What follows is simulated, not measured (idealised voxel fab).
A process module follows: voxel wiring stack.
Square cell edge 5 nm, section width 275 nm, ID cut.
Notation: cross-section as square-cell grid; stated in bands, top first, going down; one or more cell rows per band.
Read a band's entry like this: the first values are the height of its top and the height of its bottom in nm, and what follows is the sequence of materials from left to right, each with its width in nm. Note that "empty" is empty space, and that a single material marked "edge to edge" reaches across the band from edge to edge.
Height 0 is the level under which the wafer as received is all one material. The lowest band goes on downwards, as in "z 0 and below".
You'd read "30->40" like this: the band's top row of cells is as wide as the first number, its bottom row is as wide as the second, and going down, every row changes width by the same amount as the row before did.
For the purposes of this document, the phrase "no change occurred" attached to a step denotes that no cell within the cross-section was modified by that step.
"Trapped voids": sealed empty spaces, 8 cells or more, no open way to top, listed width x height at distance, with distance from the left edge and width, height and distance in nm.
On each step's line, the part that comes after the settings is the simulator's own comment on the step.
Regarding "overlay nm": on a step with a mask, it is the distance the mask lay to the right of its planned place; a negative value places it to the left.

The following list gives the planned process steps
1 op RECEIVE | material Si
2 op CONFORMAL_DEP | material SiO2 | thk nm 15
3 op DIRECTIONAL_DEP | material TiN | thk nm 5
4 op DIRECTIONAL_DEP | material Ru | thk nm 25
5 op DIRECTIONAL_DEP | material aC | thk nm 15
6 op PATTERN | tone cover | mask id METAL_1 | material resist | width nm 20 | pitch nm 40 | thk nm 30 | overlay nm 0
7 op DIRECTIONAL_ETCH | etch materials aC | depth nm 15
8 op STRIP | etch materials resist
9 op DIRECTIONAL_ETCH | etch materials Ru | depth nm 25
10 op DIRECTIONAL_ETCH | etch materials TiN | depth nm 5
11 op STRIP | etch materials aC
12 op FILL_DEP | material SiO2 | thk nm 5
13 op CMP | height nm 45
14 op CONFORMAL_DEP | material SiCN | thk nm 5
15 op DIRECTIONAL_DEP | material lowk | thk nm 30
16 op PATTERN | tone open | mask id METAL_2_HOLES | material resist | width nm 15 | pitch nm 80 | thk nm 15 | overlay nm -15
17 op DIRECTIONAL_ETCH | etch materials lowk | depth nm 30
18 op STRIP | etch materials resist
19 op PATTERN | tone open | mask id METAL_2 | material resist | width nm 20 | pitch nm 40 | thk nm 15 | overlay nm 0
20 op DIRECTIONAL_ETCH | etch materials lowk | depth nm 20
21 op DIRECTIONAL_ETCH | etch materials SiCN | depth nm 5
22 op STRIP | etch materials resist
23 op CONFORMAL_DEP | material TiN | thk nm 5
24 op FILL_DEP | material Ru | thk nm 5
25 op CMP | height nm 80
26 op CONFORMAL_DEP | material SiCN | thk nm 5
27 op DIRECTIONAL_DEP | material SiO2 | thk nm 35
28 op DIRECTIONAL_DEP | material aC | thk nm 10
29 op PATTERN | tone open | mask id METAL_3 | material resist | width nm 20 | pitch nm 40 | thk nm 30 | overlay nm 0
30 op DIRECTIONAL_ETCH | etch materials aC | depth nm 10
31 op STRIP | etch materials resist
32 op DIRECTIONAL_ETCH | etch materials SiO2 | depth nm 20
33 op STRIP | etch materials aC
34 op MASKED_ETCH | tone open | mask id METAL_3_HOLES | width nm 15 | pitch nm 80 | etch materials SiO2 | depth nm 15 | overlay nm 0
35 op MASKED_ETCH | tone open | mask id METAL_3_HOLES | width nm 15 | pitch nm 80 | etch materials SiCN | depth nm 5 | overlay nm 0
36 op CONFORMAL_DEP | material TiN | thk nm 5
37 op FILL_DEP | material Cu | thk nm 10
38 op CMP | height nm 120
39 op CONFORMAL_DEP | material SiN | thk nm 5
Among the wafers covered here, the point of difference is the overlay nm at step 16; their starting state is shared, and the plan presents the value of the first wafer.

First wafer as received, after step 1
z 0 and below | Si edge to edge
Trapped voids: none

Last step of the module is step 39; after it, the first of several wafers in cross-section
z 125 to 120 | SiN edge to edge
z 120 to 105 | SiO2=65 / TiN=5 / Cu=10 / TiN=5 / SiO2=20 / TiN=5 / Cu=10 / TiN=5 / SiO2=20 / TiN=5 / Cu=10 / TiN=5 / SiO2=20 / TiN=5 / Cu=10 / TiN=5 / SiO2=70
z 105 to 100 | SiO2=65 / TiN=5 / Cu=5 / TiN=10 / SiO2=20 / TiN=20 / SiO2=20 / TiN=5 / Cu=5 / TiN=10 / SiO2=20 / TiN=20 / SiO2=70
z 100 to 85 | SiO2=65 / TiN=5 / Cu=5 / TiN=5 / SiO2=65 / TiN=5 / Cu=5 / TiN=5 / SiO2=115
z 85 to 80 | SiCN=65 / TiN=15 / SiCN=65 / TiN=15 / SiCN=115
z 80 to 65 | lowk=50 / TiN=5 / Ru=25 / TiN=5 / lowk=20 / TiN=5 / Ru=10 / TiN=5 / lowk=5 / TiN=5 / Ru=25 / TiN=5 / lowk=20 / TiN=5 / Ru=10 / TiN=5 / lowk=70
z 65 to 60 | lowk=50 / TiN=5 / Ru=5 / TiN=25 / lowk=20 / TiN=20 / lowk=5 / TiN=5 / Ru=5 / TiN=25 / lowk=20 / TiN=20 / lowk=70
z 60 to 55 | lowk=50 / TiN=5 / Ru=5 / TiN=5 / lowk=65 / TiN=5 / Ru=5 / TiN=5 / lowk=130
z 55 to 50 | lowk=50 / TiN=15 / lowk=65 / TiN=15 / lowk=130
z 50 to 45 | SiCN edge to edge
z 45 to 20 | SiO2=65 / Ru=20 / SiO2=20 / Ru=20 / SiO2=20 / Ru=20 / SiO2=20 / Ru=20 / SiO2=70
z 20 to 15 | SiO2=65 / TiN=20 / SiO2=20 / TiN=20 / SiO2=20 / TiN=20 / SiO2=20 / TiN=20 / SiO2=70
z 15 to 0 | SiO2 edge to edge
z 0 and below | Si edge to edge
Trapped voids: none

The last wafer as seen in cross-section at the end of the module
z 125 to 120 | SiN edge to edge
z 120 to 105 | SiO2=65 / TiN=5 / Cu=10 / TiN=5 / SiO2=20 / TiN=5 / Cu=10 / TiN=5 / SiO2=20 / TiN=5 / Cu=10 / TiN=5 / SiO2=20 / TiN=5 / Cu=10 / TiN=5 / SiO2=70
z 105 to 100 | SiO2=65 / TiN=5 / Cu=5 / TiN=10 / SiO2=20 / TiN=20 / SiO2=20 / TiN=5 / Cu=5 / TiN=10 / SiO2=20 / TiN=20 / SiO2=70
z 100 to 85 | SiO2=65 / TiN=5 / Cu=5 / TiN=5 / SiO2=65 / TiN=5 / Cu=5 / TiN=5 / SiO2=115
z 85 to 80 | SiCN=65 / TiN=15 / SiCN=65 / TiN=15 / SiCN=115
z 80 to 65 | lowk=65 / TiN=5 / Ru=20 / TiN=5 / lowk=10 / TiN=5 / Ru=10 / TiN=5 / lowk=20 / TiN=5 / Ru=20 / TiN=5 / lowk=10 / TiN=5 / Ru=10 / TiN=5 / lowk=70
z 65 to 60 | lowk=65 / TiN=20 / Ru=5 / TiN=5 / lowk=10 / TiN=20 / lowk=20 / TiN=20 / Ru=5 / TiN=5 / lowk=10 / TiN=20 / lowk=70
z 60 to 55 | lowk=80 / TiN=5 / Ru=5 / TiN=5 / lowk=65 / TiN=5 / Ru=5 / TiN=5 / lowk=100
z 55 to 50 | lowk=80 / TiN=15 / lowk=65 / TiN=15 / lowk=100
z 50 to 45 | SiCN=80 / TiN=5 / SiCN=75 / TiN=5 / SiCN=110
z 45 to 20 | SiO2=65 / Ru=20 / SiO2=20 / Ru=20 / SiO2=20 / Ru=20 / SiO2=20 / Ru=20 / SiO2=70
z 20 to 15 | SiO2=65 / TiN=20 / SiO2=20 / TiN=20 / SiO2=20 / TiN=20 / SiO2=20 / TiN=20 / SiO2=70
z 15 to 0 | SiO2 edge to edge
z 0 and below | Si edge to edge
Trapped voids: none

Tabulated below, wafer by wafer, are the end-of-module results: for each material, the number of cells gained (+) or lost (-) relative to the as-received state, followed by the closed voids
overlay nm -15; +32 Cu; +126 Ru; +104 SiCN; +55 SiN; +702 SiO2; +126 TiN; +230 lowk; Trapped voids: none
overlay nm -10; +32 Cu; +120 Ru; +102 SiCN; +55 SiN; +702 SiO2; +126 TiN; +238 lowk; Trapped voids: none
overlay nm -5; +32 Cu; +114 Ru; +100 SiCN; +55 SiN; +702 SiO2; +126 TiN; +246 lowk; Trapped voids: none
overlay nm 0; +32 Cu; +110 Ru; +98 SiCN; +55 SiN; +702 SiO2; +124 TiN; +254 lowk; Trapped voids: none
overlay nm 5; +32 Cu; +110 Ru; +98 SiCN; +55 SiN; +702 SiO2; +124 TiN; +254 lowk; Trapped voids: none
overlay nm 10; +32 Cu; +114 Ru; +100 SiCN; +55 SiN; +702 SiO2; +126 TiN; +246 lowk; Trapped voids: none
overlay nm 15; +32 Cu; +120 Ru; +102 SiCN; +55 SiN; +702 SiO2; +126 TiN; +238 lowk; Trapped voids: none
